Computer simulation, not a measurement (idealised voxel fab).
Herein follows the process module entitled voxel wiring stack.
Section cut is 260 nm wide and gridded with 5 nm square cells.
In this document a cross-section is written as a grid of square cells. It is given as a series of bands, listed from the top down, and a band is one or more rows of cells.
Look at the band entry: it leads with the top's height and the bottom's height in nm. Then it lists the materials left to right, with a width in nm for each. The word "everywhere" on a single material says that material fills the band edge to edge. The word "empty" is empty space.
Heads up on the height convention: 0 is the point under which the incoming wafer is all one material, and the lowest band has no bottom, it just keeps going down, like "top 0, no bottom".
A width given as "30->40" starts at the first number in the band's top row and ends at the second number in its bottom row, shifting by an equal amount at every step from row to row.
Reading "changes: none" for a step: not a cell of the cross-section changed in it.
You'll see "Fully sealed cavities" listing empty spaces that have no way open to the top, as long as they're 8 cells or more; the notation is width x height at distance, where the distance is from the left edge, and all of it is in nm.
Step line, after settings: the simulator's comment on this step.
The line of a step may include "overlay nm". On a step with a mask, this value is how far to the right of its planned place the mask lay. A negative value means the mask lay to the left.

### Listed below are the process steps as planned
1. RECEIVE | material Si
2. CONFORMAL_DEP | material SiO2 | thk nm 10
3. DIRECTIONAL_DEP | material TiN | thk nm 5
4. DIRECTIONAL_DEP | material W | thk nm 25
5. MASKED_ETCH | tone cover | mask id METAL_1 | width nm 25 | pitch nm 40 | etch materials W | depth nm 25 | overlay nm -15
6. MASKED_ETCH | tone cover | mask id METAL_1 | width nm 25 | pitch nm 40 | etch materials TiN | depth nm 5 | overlay nm 0
7. FILL_DEP | material lowk | thk nm 5
8. CMP | height nm 40
9. CONFORMAL_DEP | material SiCN | thk nm 5
10. DIRECTIONAL_DEP | material SiO2 | thk nm 10
11. PATTERN | tone open | mask id PLUG_1 | material resist | width nm 15 | pitch nm 40 | thk nm 15 | overlay nm 0
12. DIRECTIONAL_ETCH | etch materials SiO2 | depth nm 10
13. DIRECTIONAL_ETCH | etch materials SiCN | depth nm 5
14. STRIP | etch materials resist
15. CONFORMAL_DEP | material TiN | thk nm 5
16. FILL_DEP | material Ru | thk nm 10
17. CMP | height nm 55
18. DIRECTIONAL_DEP | material TiN | thk nm 5
19. DIRECTIONAL_DEP | material Ru | thk nm 25
20. DIRECTIONAL_DEP | material aC | thk nm 15
21. PATTERN | tone cover | mask id METAL_2 | material resist | width nm 25 | pitch nm 40 | thk nm 35 | overlay nm 0
22. DIRECTIONAL_ETCH | etch materials aC | depth nm 15
23. STRIP | etch materials resist
24. DIRECTIONAL_ETCH | etch materials Ru | depth nm 25
25. DIRECTIONAL_ETCH | etch materials TiN | depth nm 5
26. STRIP | etch materials aC
27. CONFORMAL_DEP | material SiCN | thk nm 5
28. FILL_DEP | material SiO2 | thk nm 5
29. CMP | height nm 85
30. CONFORMAL_DEP | material SiCN | thk nm 5
31. DIRECTIONAL_DEP | material lowk | thk nm 20
32. PATTERN | tone open | mask id PLUG_2 | material resist | width nm 15 | pitch nm 80 | thk nm 20 | overlay nm 0
33. DIRECTIONAL_ETCH | etch materials lowk | depth nm 20
34. DIRECTIONAL_ETCH | etch materials SiCN | depth nm 5
35. STRIP | etch materials resist
36. CONFORMAL_DEP | material TiN | thk nm 5
37. FILL_DEP | material Ru | thk nm 5
38. CMP | height nm 110
39. CONFORMAL_DEP | material SiN | thk nm 5
40. DIRECTIONAL_DEP | material SiO2 | thk nm 15
41. MASKED_ETCH | tone open | mask id METAL_3 | width nm 25 | pitch nm 40 | etch materials SiO2 | depth nm 15 | overlay nm 0
42. MASKED_ETCH | tone open | mask id METAL_3 | width nm 25 | pitch nm 40 | etch materials SiN | depth nm 5 | overlay nm 0
43. CONFORMAL_DEP | material TiN | thk nm 5
44. FILL_DEP | material Cu | thk nm 5
45. CMP | height nm 130
46. CONFORMAL_DEP | material SiCN | thk nm 5
The wafers are alike at the start. At step 5, their overlay nm differs. The plan lists the first wafer's value.

### Cross-section of the first of several wafers on receipt, reflecting completion of step 1
	top 0, no bottom | Si everywhere
	Fully sealed cavities: none

### each wafer at the end: cells of each material gained (+) or lost (-) since it was received, then its closed voids
overlay nm -15 | +36 Cu | +116 Ru | +210 SiCN | +32 SiN | +400 SiO2 | +146 TiN | +100 W | +364 lowk | Fully sealed cavities: none
overlay nm -10 | +36 Cu | +116 Ru | +210 SiCN | +32 SiN | +400 SiO2 | +142 TiN | +100 W | +368 lowk | Fully sealed cavities: none
overlay nm -5 | +36 Cu | +116 Ru | +210 SiCN | +32 SiN | +400 SiO2 | +138 TiN | +100 W | +372 lowk | Fully sealed cavities: none
overlay nm 0 | +36 Cu | +116 Ru | +210 SiCN | +32 SiN | +400 SiO2 | +134 TiN | +100 W | +376 lowk | Fully sealed cavities: none
overlay nm 5 | +36 Cu | +116 Ru | +210 SiCN | +32 SiN | +400 SiO2 | +138 TiN | +100 W | +372 lowk | Fully sealed cavities: none
overlay nm 10 | +36 Cu | +116 Ru | +210 SiCN | +32 SiN | +400 SiO2 | +142 TiN | +100 W | +368 lowk | Fully sealed cavities: none
overlay nm 15 | +36 Cu | +116 Ru | +210 SiCN | +32 SiN | +400 SiO2 | +146 TiN | +100 W | +364 lowk | Fully sealed cavities: none
